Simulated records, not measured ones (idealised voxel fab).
Module name: voxel transistor to metal (process module)
Cross-section cut spans 140 nm and uses square cells 5 nm in size.
Cross-section spec: square-cell grid; bands listed top down; each band is one or more rows.
Heads up on the band format: heights come first, top then bottom, in nm. After that it's the materials left to right, each with its width in nm. A single material flagged "everywhere" fills the whole band edge to edge, and "air" means there's empty space there.
Basically, 0 is our baseline, since under it the wafer straight out of the box is all one material. The bottom band has no lower end and keeps on going down, so it looks like "0..down".
Width spec "30 to 40" -> top row of cells at first value, bottom row at second value, equal per-row change in between.
For the purposes of this document, the phrase "nothing changed" attached to a step denotes that no cell within the cross-section was modified by that step.
Any empty space of 8 cells or more lacking an open way to the top shows up in "Completely sealed voids" as width x height at distance, distance from the left edge, in nm.
Past the settings on a step's line: simulator remark, on that step.
If you see "overlay nm" on a step's line and that step has a mask, it's telling you how far right of where it was planned the mask ended up; a negative number means it went left instead.
[This section lists the process steps that were planned]
- 1: RECEIVE with material Si
- 2: CONFORMAL_DEP with material SiO2, thk nm 5
- 3: CONFORMAL_DEP with material SiN, thk nm 15
- 4: PATTERN with tone cover, mask id ACTIVE, material resist, width nm 105, thk nm 20, overlay nm 0
- 5: DIRECTIONAL_ETCH with etch materials SiN, depth nm 15
- 6: DIRECTIONAL_ETCH with etch materials SiO2, depth nm 5
- 7: DIRECTIONAL_ETCH with etch materials Si, depth nm 30
- 8: STRIP with etch materials resist
- 9: FILL_DEP with material SiO2, thk nm 5
- 10: CMP with height nm 20
- 11: SELECTIVE_ETCH with etch materials SiO2, depth nm 5
- 12: STRIP with etch materials SiN
- 13: SELECTIVE_ETCH with etch materials SiO2, depth nm 5
- 14: OXIDIZE with depth nm 5
- 15: DIRECTIONAL_DEP with material polySi, thk nm 25
- 16: DIRECTIONAL_DEP with material SiCN, thk nm 10
- 17: DIRECTIONAL_DEP with material aC, thk nm 15
- 18: PATTERN with tone cover, mask id GATE, material resist, width nm 15, thk nm 30, overlay nm 0
- 19: DIRECTIONAL_ETCH with etch materials aC, depth nm 15
- 20: STRIP with etch materials resist
- 21: DIRECTIONAL_ETCH with etch materials SiCN, depth nm 20
- 22: DIRECTIONAL_ETCH with etch materials polySi, depth nm 35
- 23: STRIP with etch materials aC
- 24: CONFORMAL_DEP with material SiN, thk nm 10
- 25: DIRECTIONAL_ETCH with etch materials SiN, depth nm 10
- 26: DIRECTIONAL_ETCH with etch materials SiO2, depth nm 5
- 27: EPI with material pSi, thk nm 5
- 28: FILL_DEP with material SiO2, thk nm 5
- 29: CMP with height nm 35
- 30: DIRECTIONAL_DEP with material SiO2, thk nm 10
- 31: DIRECTIONAL_DEP with material aC, thk nm 15
- 32: PATTERN with tone open, mask id CONTACT, material resist, width nm 20, pitch nm 65, thk nm 30, overlay nm 0
- 33: DIRECTIONAL_ETCH with etch materials aC, depth nm 15
- 34: STRIP with etch materials resist
- 35: DIRECTIONAL_ETCH with etch materials SiO2, depth nm 45
- 36: STRIP with etch materials aC
- 37: CONFORMAL_DEP with material TiN, thk nm 5
- 38: FILL_DEP with material W, thk nm 5
- 39: CMP with height nm 45
- 40: DIRECTIONAL_DEP with material TiN, thk nm 5
- 41: DIRECTIONAL_DEP with material W, thk nm 20
- 42: MASKED_ETCH with tone cover, mask id METAL_1, width nm 20, pitch nm 65, etch materials W, depth nm 20, overlay nm 0
- 43: MASKED_ETCH with tone cover, mask id METAL_1, width nm 20, pitch nm 65, etch materials TiN, depth nm 5, overlay nm 0
- 44: CONFORMAL_DEP with material SiCN, thk nm 5
- 45: FILL_DEP with material SiO2, thk nm 10
- 46: CMP with height nm 70
- 47: CONFORMAL_DEP with material SiCN, thk nm 5
[Delivered wafer in cross-section: state after step 1]
0..down  Si everywhere
Completely sealed voids: none
[What the wafer looks like in cross-section after this module, when it starts as shown above and follows the plan above but one mistake is made in running it]
75..70  SiCN everywhere
70..50  SiO2=20, then SiCN=5, then W=20, then SiCN=5, then SiO2=35, then SiCN=5, then W=20, then SiCN=5, then SiO2=25
50..45  SiCN=25, then TiN=20, then SiCN=45, then TiN=20, then SiCN=30
45..40  TiN=30, then W=10, then TiN=55, then W=10, then TiN=35
40..30  SiO2=25, then TiN=5, then W=10, then TiN=5, then SiO2=45, then TiN=5, then W=10, then TiN=5, then SiO2=30
30..25  SiO2=25, then TiN=5, then W=10, then TiN=5, then SiO2=5, then SiN=10, then SiCN=15, then SiN=10, then SiO2=5, then TiN=5, then W=10, then TiN=5, then SiO2=30
25..10  SiO2=25, then TiN=5, then W=10, then TiN=5, then SiO2=5, then SiN=10, then polySi=15, then SiN=10, then SiO2=5, then TiN=5, then W=10, then TiN=5, then SiO2=30
10..5  SiO2=10, then SiN=10, then SiO2=5, then TiN=5, then W=10, then TiN=5, then SiO2=5, then SiN=10, then polySi=15, then SiN=10, then SiO2=5, then TiN=5, then W=10, then TiN=5, then SiO2=5, then SiN=10, then SiO2=15
5..0  SiO2=10, then SiN=10, then SiO2=5, then TiN=20, then SiO2=5, then SiN=10, then polySi=15, then SiN=10, then SiO2=5, then TiN=20, then SiO2=5, then SiN=10, then SiO2=15
0..-5  SiO2=20, then pSi=30, then SiO2=35, then pSi=30, then SiO2=25
-5..-30  SiO2=15, then Si=105, then SiO2=20
-30..down  Si everywhere
Completely sealed voids: none
The mistake made against the process plan was this: step 29 was processed under conditions differing from the plan, specifically as CMP with height nm 30
